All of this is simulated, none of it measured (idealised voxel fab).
The process module that follows is named voxel transistor to metal.
The cross-section on display is named cut; it measures 265 nm wide, and its cells are 5 nm squares.
Cross-section format: a grid of square cells, given as bands from top to bottom; each band is one or more rows of cells. Band: top and bottom heights (nm) first, top before bottom; then materials from left to right, widths in nm. "full width" marks a sole material filling the band edge to edge. "blank" denotes empty space. The level at which height equals 0 is the one under which the wafer, as it arrives, is entirely one material. No lower edge exists for the bottom band, which continues downward and is notated as in "0 and below". A width such as "30..40" changes by the same amount from each row of cells to the next, from the band's top row to its bottom row. Where the words "identical to before" appear for a step, the cross-section shows no cell changed by that step; every cell remained as before. Reported under the label "Enclosed empty spaces" are the empty spaces having no open way to the top and comprising 8 cells or more; the notation for each is width x height at distance, in which the distance is measured from the left edge and all three values are in nm. On each step's line, the part that comes after the settings is the simulator's own comment on the step. Among the settings permitted on a step's line is "overlay nm"; applied to a step with a mask, it specifies the extent to which the mask lay to the right of its planned position, whereas a negative figure signifies a position to the left.
Steps planned for the process
1) op RECEIVE | material Si
2) op OXIDIZE | depth nm 5
3) op CONFORMAL_DEP | material SiN | thk nm 10
4) op DIRECTIONAL_DEP | material aC | thk nm 15
5) op PATTERN | tone cover | mask id ACTIVE | material resist | width nm 95 | pitch nm 120 | thk nm 30 | overlay nm 0
6) op DIRECTIONAL_ETCH | etch materials aC | depth nm 15
7) op STRIP | etch materials resist
8) op DIRECTIONAL_ETCH | etch materials SiN | depth nm 10
9) op DIRECTIONAL_ETCH | etch materials SiO2 | depth nm 5
10) op DIRECTIONAL_ETCH | etch materials Si | depth nm 25
11) op STRIP | etch materials aC
12) op FILL_DEP | material SiO2 | thk nm 10
13) op CMP | height nm 10
14) op SELECTIVE_ETCH | etch materials SiO2 | depth nm 10
15) op STRIP | etch materials SiN
16) op SELECTIVE_ETCH | etch materials SiO2 | depth nm 5
17) op OXIDIZE | depth nm 5
18) op DIRECTIONAL_DEP | material polySi | thk nm 30
19) op DIRECTIONAL_DEP | material SiCN | thk nm 15
20) op PATTERN | tone cover | mask id GATE | material resist | width nm 25 | pitch nm 120 | thk nm 20 | overlay nm 0
21) op DIRECTIONAL_ETCH | etch materials SiCN | depth nm 25
22) op DIRECTIONAL_ETCH | etch materials polySi | depth nm 40
23) op STRIP | etch materials resist
24) op CONFORMAL_DEP | material SiN | thk nm 10
25) op DIRECTIONAL_ETCH | etch materials SiN | depth nm 10
26) op DIRECTIONAL_ETCH | etch materials SiO2 | depth nm 5
27) op DIRECTIONAL_ETCH | etch materials Si | depth nm 10
28) op EPI | material pSi | thk nm 15
29) op FILL_DEP | material SiO2 | thk nm 10
30) op CMP | height nm 40
31) op DIRECTIONAL_DEP | material SiO2 | thk nm 15
32) op PATTERN | tone open | mask id CONTACT | material resist | width nm 25 | pitch nm 60 | thk nm 15 | overlay nm 0
33) op DIRECTIONAL_ETCH | etch materials SiO2 | depth nm 60
34) op STRIP | etch materials resist
35) op CONFORMAL_DEP | material TiN | thk nm 5
36) op FILL_DEP | material W | thk nm 5
37) op CMP | height nm 55
38) op CONFORMAL_DEP | material SiN | thk nm 5
39) op DIRECTIONAL_DEP | material lowk | thk nm 20
40) op PATTERN | tone open | mask id METAL_1 | material resist | width nm 15 | thk nm 20 | overlay nm 0
41) op DIRECTIONAL_ETCH | etch materials lowk | depth nm 20
42) op DIRECTIONAL_ETCH | etch materials SiN | depth nm 5
43) op STRIP | etch materials resist
44) op CONFORMAL_DEP | material TiN | thk nm 5
45) op FILL_DEP | material W | thk nm 10
46) op CMP | height nm 80
47) op CONFORMAL_DEP | material SiCN | thk nm 5
48) op DIRECTIONAL_DEP | material SiO2 | thk nm 30
49) op MASKED_ETCH | tone open | mask id METAL_2 | width nm 15 | pitch nm 120 | etch materials SiO2 | depth nm 20 | overlay nm 0
50) op DIRECTIONAL_DEP | material aC | thk nm 10
51) op PATTERN | tone open | mask id METAL_2_HOLES | material resist | width nm 15 | pitch nm 120 | thk nm 30 | overlay nm 0
52) op DIRECTIONAL_ETCH | etch materials aC | depth nm 10
53) op STRIP | etch materials resist
54) op DIRECTIONAL_ETCH | etch materials SiO2 | depth nm 10
55) op DIRECTIONAL_ETCH | etch materials SiCN | depth nm 5
56) op STRIP | etch materials aC
57) op CONFORMAL_DEP | material TiN | thk nm 5
58) op FILL_DEP | material Cu | thk nm 10
59) op CMP | height nm 115
60) op CONFORMAL_DEP | material SiN | thk nm 5
Delivered wafer in cross-section: state after step 1
* 0 and below: Si full width
* Enclosed empty spaces: none
The first of two wafers, cross-sectioned at the end of the module, with the run proceeding as planned
* 120 down to 115: SiN full width
* 115 down to 85: SiO2: 30, TiN: 5, Cu: 5, TiN: 5, SiO2: 105, TiN: 5, Cu: 5, TiN: 5, SiO2: 100
* 85 down to 80: SiCN: 30, TiN: 15, SiCN: 105, TiN: 15, SiCN: 100
* 80 down to 60: lowk: 30, TiN: 5, W: 5, TiN: 5, lowk: 55, TiN: 5, W: 5, TiN: 5, lowk: 35, TiN: 5, W: 5, TiN: 5, lowk: 55, TiN: 5, W: 5, TiN: 5, lowk: 30
* 60 down to 55: SiN: 30, TiN: 15, SiN: 55, TiN: 15, SiN: 35, TiN: 15, SiN: 55, TiN: 15, SiN: 30
* 55 down to 45: SiO2: 30, TiN: 5, W: 15, TiN: 5, SiO2: 35, TiN: 5, W: 15, TiN: 5, SiO2: 35, TiN: 5, W: 15, TiN: 5, SiO2: 35, TiN: 5, W: 15, TiN: 5, SiO2: 30
* 45 down to 40: SiO2: 30, TiN: 5, W: 10, TiN: 10, SiO2: 35, TiN: 10, W: 10, TiN: 5, SiO2: 35, TiN: 5, W: 10, TiN: 10, SiO2: 35, TiN: 10, W: 10, TiN: 5, SiO2: 30
* 40 down to 25: SiO2: 30, TiN: 5, W: 10, TiN: 5, SiN: 10, SiCN: 25, SiN: 10, TiN: 5, W: 10, TiN: 5, SiO2: 35, TiN: 5, W: 10, TiN: 5, SiN: 10, SiCN: 25, SiN: 10, TiN: 5, W: 10, TiN: 5, SiO2: 30
* 25 down to 10: SiO2: 30, TiN: 5, W: 10, TiN: 5, SiN: 10, polySi: 25, SiN: 10, TiN: 5, W: 10, TiN: 5, SiO2: 35, TiN: 5, W: 10, TiN: 5, SiN: 10, polySi: 25, SiN: 10, TiN: 5, W: 10, TiN: 5, SiO2: 30
* 10 down to 5: SiO2: 30, TiN: 20, SiN: 10, polySi: 25, SiN: 10, TiN: 20, SiO2: 35, TiN: 20, SiN: 10, polySi: 25, SiN: 10, TiN: 20, SiO2: 30
* 5 down to -5: SiO2: 30, TiN: 5, pSi: 15, SiN: 10, polySi: 25, SiN: 10, pSi: 15, TiN: 5, SiO2: 35, TiN: 5, pSi: 15, SiN: 10, polySi: 25, SiN: 10, pSi: 15, TiN: 5, SiO2: 30
* -5 down to -10: SiO2: 20, pSi: 30, SiO2: 45, pSi: 30, SiO2: 15, pSi: 30, SiO2: 45, pSi: 30, SiO2: 20
* -10 down to -20: SiO2: 25, pSi: 25, Si: 45, pSi: 25, SiO2: 25, pSi: 25, Si: 45, pSi: 25, SiO2: 25
* -20 down to -30: SiO2: 25, Si: 95, SiO2: 25, Si: 95, SiO2: 25
* -30 and below: Si full width
* Enclosed empty spaces: none
Wafer two, end of module, cross-section. Same start, same plan as wafer one. One mistake in the run
* 120 down to 115: SiN full width
* 115 down to 100: SiO2: 30, TiN: 5, Cu: 5, TiN: 5, SiO2: 105, TiN: 5, Cu: 5, TiN: 5, SiO2: 100
* 100 down to 95: SiCN: 30, TiN: 15, SiCN: 105, TiN: 15, SiCN: 100
* 95 down to 85: W full width
* 85 down to 80: TiN: 35, W: 5, TiN: 65, W: 5, TiN: 45, W: 5, TiN: 65, W: 5, TiN: 35
* 80 down to 60: lowk: 30, TiN: 5, W: 5, TiN: 5, lowk: 55, TiN: 5, W: 5, TiN: 5, lowk: 35, TiN: 5, W: 5, TiN: 5, lowk: 55, TiN: 5, W: 5, TiN: 5, lowk: 30
* 60 down to 55: SiN: 30, TiN: 15, SiN: 55, TiN: 15, SiN: 35, TiN: 15, SiN: 55, TiN: 15, SiN: 30
* 55 down to 45: SiO2: 30, TiN: 5, W: 15, TiN: 5, SiO2: 35, TiN: 5, W: 15, TiN: 5, SiO2: 35, TiN: 5, W: 15, TiN: 5, SiO2: 35, TiN: 5, W: 15, TiN: 5, SiO2: 30
* 45 down to 40: SiO2: 30, TiN: 5, W: 10, TiN: 10, SiO2: 35, TiN: 10, W: 10, TiN: 5, SiO2: 35, TiN: 5, W: 10, TiN: 10, SiO2: 35, TiN: 10, W: 10, TiN: 5, SiO2: 30
* 40 down to 25: SiO2: 30, TiN: 5, W: 10, TiN: 5, SiN: 10, SiCN: 25, SiN: 10, TiN: 5, W: 10, TiN: 5, SiO2: 35, TiN: 5, W: 10, TiN: 5, SiN: 10, SiCN: 25, SiN: 10, TiN: 5, W: 10, TiN: 5, SiO2: 30
* 25 down to 10: SiO2: 30, TiN: 5, W: 10, TiN: 5, SiN: 10, polySi: 25, SiN: 10, TiN: 5, W: 10, TiN: 5, SiO2: 35, TiN: 5, W: 10, TiN: 5, SiN: 10, polySi: 25, SiN: 10, TiN: 5, W: 10, TiN: 5, SiO2: 30
* 10 down to 5: SiO2: 30, TiN: 20, SiN: 10, polySi: 25, SiN: 10, TiN: 20, SiO2: 35, TiN: 20, SiN: 10, polySi: 25, SiN: 10, TiN: 20, SiO2: 30
* 5 down to -5: SiO2: 30, TiN: 5, pSi: 15, SiN: 10, polySi: 25, SiN: 10, pSi: 15, TiN: 5, SiO2: 35, TiN: 5, pSi: 15, SiN: 10, polySi: 25, SiN: 10, pSi: 15, TiN: 5, SiO2: 30
* -5 down to -10: SiO2: 20, pSi: 30, SiO2: 45, pSi: 30, SiO2: 15, pSi: 30, SiO2: 45, pSi: 30, SiO2: 20
* -10 down to -20: SiO2: 25, pSi: 25, Si: 45, pSi: 25, SiO2: 25, pSi: 25, Si: 45, pSi: 25, SiO2: 25
* -20 down to -30: SiO2: 25, Si: 95, SiO2: 25, Si: 95, SiO2: 25
* -30 and below: Si full width
* Enclosed empty spaces: none
Which mistake was made when the wafer was run? yeah, step 46 of the plan got skipped, never ran
Count the cells at the end and the second wafer has more or fewer of some materials than the first: -6 Cu | -141 SiO2 | +37 TiN | +110 W
